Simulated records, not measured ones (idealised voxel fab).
Documented hereafter: the process module known as voxel wiring stack.
It is cross-section cut that appears here, measuring 300 nm in width, its square cells being 5 nm in size.
How to read a cross-section here: the picture is a grid of square cells, written as bands going from the top down, and any band can span one or more rows of cells. What a band's entry tells you: where the top is and where the bottom is, as heights in nm, and after that what lies inside, material by material from left to right, each with its width in nm. Empty space is written as the word "empty", and a single material marked with the word "everywhere" occupies the band from edge to edge. Heights are expressed relative to 0, this being the level below which the as-received wafer comprises one material exclusively. The lowest band is unbounded in the downward direction and is denoted as in "0 -> down". Read "30..40" as a graded width: first number on top, second number at the bottom, same change between each pair of neighbouring rows. "identical to before", as given for a step, is the statement that not any cell of the cross-section underwent a change during that step. Enclosed voids (no open way to top), threshold 8 cells or more, entry "Enclosed cavity list", notation width x height at distance, distance from left edge, nm. The remark found on a step's line after its settings is issued by the simulator itself and pertains to that step. A step line may carry the setting "overlay nm", which, for steps involving a mask, states the distance by which the mask lay to the right of its intended position; negative values denote displacement to the left.

### So here's the lineup of process steps we planned
1. RECEIVE,material Si
2. CONFORMAL_DEP,material SiO2,thk nm 15
3. DIRECTIONAL_DEP,material TiN,thk nm 5
4. DIRECTIONAL_DEP,material W,thk nm 25
5. DIRECTIONAL_DEP,material aC,thk nm 15
6. PATTERN,tone cover,mask id METAL_1,material resist,width nm 30,pitch nm 50,thk nm 35,overlay nm 0
7. DIRECTIONAL_ETCH,etch materials aC,depth nm 15
8. STRIP,etch materials resist
9. DIRECTIONAL_ETCH,etch materials W,depth nm 25
10. DIRECTIONAL_ETCH,etch materials TiN,depth nm 5
11. STRIP,etch materials aC
12. CONFORMAL_DEP,material SiCN,thk nm 5
13. FILL_DEP,material lowk,thk nm 10
14. CMP,height nm 45
15. CONFORMAL_DEP,material SiCN,thk nm 5
16. DIRECTIONAL_DEP,material SiO2,thk nm 15
17. DIRECTIONAL_DEP,material aC,thk nm 10
18. PATTERN,tone open,mask id PLUG_1,material resist,width nm 15,pitch nm 50,thk nm 30,overlay nm 0
19. DIRECTIONAL_ETCH,etch materials aC,depth nm 10
20. STRIP,etch materials resist
21. DIRECTIONAL_ETCH,etch materials SiO2,depth nm 15
22. DIRECTIONAL_ETCH,etch materials SiCN,depth nm 5
23. STRIP,etch materials aC
24. EPI,material Ru,thk nm 10
25. EPI,material Ru,thk nm 10
26. DIRECTIONAL_DEP,material TiN,thk nm 5
27. DIRECTIONAL_DEP,material Ru,thk nm 15
28. PATTERN,tone cover,mask id METAL_2,material resist,width nm 30,pitch nm 50,thk nm 15,overlay nm 0
29. DIRECTIONAL_ETCH,etch materials Ru,depth nm 15
30. DIRECTIONAL_ETCH,etch materials TiN,depth nm 5
31. STRIP,etch materials resist
32. CONFORMAL_DEP,material SiN,thk nm 5
33. FILL_DEP,material lowk,thk nm 10
34. CMP,height nm 85
35. CONFORMAL_DEP,material SiN,thk nm 5

### Cross-section of the incoming wafer, state after step 1
    0 -> down  Si everywhere
    Enclosed cavity list: none

### First of two wafers at the end of the module, shown in cross-section; run carried out as planned
    90 -> 85  SiN everywhere
    85 -> 70  lowk 80 | SiN 5 | Ru 30 | SiN 5 | lowk 10 | SiN 5 | Ru 30 | SiN 5 | lowk 10 | SiN 5 | Ru 30 | SiN 5 | lowk 80
    70 -> 65  SiN 85 | TiN 30 | SiN 20 | TiN 30 | SiN 20 | TiN 30 | SiN 85
    65 -> 50  SiO2 85 | Ru 15 | SiO2 35 | Ru 15 | SiO2 35 | Ru 15 | SiO2 100
    50 -> 45  SiCN 85 | Ru 15 | SiCN 35 | Ru 15 | SiCN 35 | Ru 15 | SiCN 100
    45 -> 20  lowk 80 | SiCN 5 | W 30 | SiCN 5 | lowk 10 | SiCN 5 | W 30 | SiCN 5 | lowk 10 | SiCN 5 | W 30 | SiCN 5 | lowk 80
    20 -> 15  SiCN 85 | TiN 30 | SiCN 20 | TiN 30 | SiCN 20 | TiN 30 | SiCN 85
    15 -> 0  SiO2 everywhere
    0 -> down  Si everywhere
    Enclosed cavity list: none

### Cross-sectional view: second of two wafers, end of module; start and plan identical to the first, one mistake in running
    90 -> 85  SiN everywhere
    85 -> 70  lowk 80 | SiN 5 | Ru 30 | SiN 5 | lowk 10 | SiN 5 | Ru 30 | SiN 5 | lowk 10 | SiN 5 | Ru 30 | SiN 5 | lowk 80
    70 -> 65  SiN 85 | TiN 30 | SiN 20 | TiN 30 | SiN 20 | TiN 30 | SiN 85
    65 -> 50  SiO2 85 | Ru 15 | SiO2 35 | Ru 15 | SiO2 35 | Ru 15 | SiO2 100
    50 -> 45  SiCN 85 | Ru 15 | SiCN 35 | Ru 15 | SiCN 35 | Ru 15 | SiCN 100
    45 -> 40  SiCN 85 | TiN 30 | SiCN 20 | TiN 30 | SiCN 20 | TiN 30 | SiCN 85
    40 -> 15  W everywhere
    15 -> 0  SiO2 everywhere
    0 -> down  Si everywhere
    Enclosed cavity list: none
The plan and the run diverged here: sequence error: steps 3 and 4 interchanged
Final cells, second wafer relative to first, materials higher or lower: SiCN: 30 fewer | W: 210 more | lowk: 180 fewer
